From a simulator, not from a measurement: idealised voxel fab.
process module | voxel transistor to metal
cross-section cut | 185 nm wide | cells 5 nm
A cross-section is a grid of square cells, given in bands from the top down. A band is one or more rows of cells.
Each band's line starts with the height of the band's top and of its bottom, in nm. Then come its materials from left to right, each with its width in nm. One material with "throughout" fills the band from edge to edge. "air" is empty space.
Height 0 is the level under which the wafer as received is all one material. The lowest band goes on downwards, as in "0 down".
A width such as "30 to 40" changes by the same amount from each row of cells to the next, from the band's top row to its bottom row.
"no change" after a step means that no cell of the cross-section changed.
closed voids: empty space of 8 cells or more with no open way to the top, each as width x height at its distance from the left edge, in nm
after a step's settings: what the simulator itself notes on the step
overlay nm, on a step with a mask: how far to the right of its planned place the mask lay; to the left if negative
plan
1 op RECEIVE | material Si
2 op CONFORMAL_DEP | material SiO2 | thk nm 5
3 op CONFORMAL_DEP | material SiN | thk nm 10
4 op MASKED_ETCH | tone cover | mask id ACTIVE | width nm 110 | etch materials SiN | depth nm 10 | overlay nm 0
5 op MASKED_ETCH | tone cover | mask id ACTIVE | width nm 120 | etch materials SiO2 | depth nm 5 | overlay nm 0
6 op MASKED_ETCH | tone cover | mask id ACTIVE | width nm 120 | etch materials Si | depth nm 20 | overlay nm 0
7 op OXIDIZE | depth nm 5
8 op FILL_DEP | material SiO2 | thk nm 5
9 op CMP | height nm 15
10 op SELECTIVE_ETCH | etch materials SiO2 | depth nm 10
11 op STRIP | etch materials SiN
12 op SELECTIVE_ETCH | etch materials SiO2 | depth nm 5
13 op OXIDIZE | depth nm 5
14 op DIRECTIONAL_DEP | material polySi | thk nm 25
15 op DIRECTIONAL_DEP | material SiCN | thk nm 10
16 op MASKED_ETCH | tone cover | mask id GATE | width nm 30 | etch materials SiCN | depth nm 20 | overlay nm 0
17 op MASKED_ETCH | tone cover | mask id GATE | width nm 30 | etch materials polySi | depth nm 35 | overlay nm 0
18 op CONFORMAL_DEP | material SiO2 | thk nm 5
19 op DIRECTIONAL_ETCH | etch materials SiO2 | depth nm 5
20 op CONFORMAL_DEP | material SiN | thk nm 5
21 op DIRECTIONAL_ETCH | etch materials SiN | depth nm 5
22 op DIRECTIONAL_ETCH | etch materials SiO2 | depth nm 5
23 op DIRECTIONAL_ETCH | etch materials Si | depth nm 15
24 op EPI | material SiGe | thk nm 20
25 op FILL_DEP | material SiO2 | thk nm 10
26 op CMP | height nm 25
27 op STRIP | etch materials polySi
28 op SELECTIVE_ETCH | etch materials SiO2 | depth nm 5
29 op CONFORMAL_DEP | material HfO2 | thk nm 5
30 op CONFORMAL_DEP | material TiN | thk nm 5
31 op FILL_DEP | material W | thk nm 10
32 op CMP | height nm 20
33 op DIRECTIONAL_DEP | material SiO2 | thk nm 10
34 op DIRECTIONAL_DEP | material aC | thk nm 10
35 op PATTERN | tone open | mask id CONTACT | material resist | width nm 20 | pitch nm 90 | thk nm 25 | overlay nm 0
36 op DIRECTIONAL_ETCH | etch materials aC | depth nm 10
37 op STRIP | etch materials resist
38 op DIRECTIONAL_ETCH | etch materials SiO2 | depth nm 30
39 op STRIP | etch materials aC
40 op CONFORMAL_DEP | material TiN | thk nm 5
41 op FILL_DEP | material Ru | thk nm 5
42 op CMP | height nm 30
43 op CONFORMAL_DEP | material SiCN | thk nm 5
44 op DIRECTIONAL_DEP | material lowk | thk nm 25
45 op DIRECTIONAL_DEP | material aC | thk nm 15
46 op PATTERN | tone open | mask id METAL_1 | material resist | width nm 20 | pitch nm 90 | thk nm 35 | overlay nm 0
47 op DIRECTIONAL_ETCH | etch materials aC | depth nm 15
48 op STRIP | etch materials resist
49 op DIRECTIONAL_ETCH | etch materials lowk | depth nm 25
50 op DIRECTIONAL_ETCH | etch materials SiCN | depth nm 5
51 op STRIP | etch materials aC
52 op CONFORMAL_DEP | material TiN | thk nm 5
53 op FILL_DEP | material Ru | thk nm 5
54 op CMP | height nm 60
55 op CONFORMAL_DEP | material SiCN | thk nm 5
varied across the wafers: width nm of step 4. The plan shows the first wafer's value. All wafers start alike
first wafer as received, after step 1
  0 down: Si throughout
  closed voids: none
each wafer at the end: cells of each material gained (+) or lost (-) since it was received, then its closed voids
width nm 110 | +16 HfO2 | +28 Ru | -133 Si | +66 SiCN | +74 SiGe | +8 SiN | +197 SiO2 | +68 TiN | +12 W | +145 lowk | closed voids: none
width nm 115 | +16 HfO2 | +28 Ru | -133 Si | +66 SiCN | +74 SiGe | +8 SiN | +197 SiO2 | +68 TiN | +12 W | +145 lowk | closed voids: none
width nm 120 | +16 HfO2 | +28 Ru | -133 Si | +66 SiCN | +74 SiGe | +8 SiN | +197 SiO2 | +68 TiN | +12 W | +145 lowk | closed voids: none
width nm 125 | +16 HfO2 | +28 Ru | -132 Si | +66 SiCN | +78 SiGe | +8 SiN | +192 SiO2 | +68 TiN | +12 W | +145 lowk | closed voids: none
width nm 130 | +16 HfO2 | +28 Ru | -131 Si | +66 SiCN | +82 SiGe | +8 SiN | +187 SiO2 | +68 TiN | +12 W | +145 lowk | closed voids: none
width nm 135 | +16 HfO2 | +28 Ru | -130 Si | +66 SiCN | +86 SiGe | +8 SiN | +182 SiO2 | +68 TiN | +12 W | +145 lowk | closed voids: none
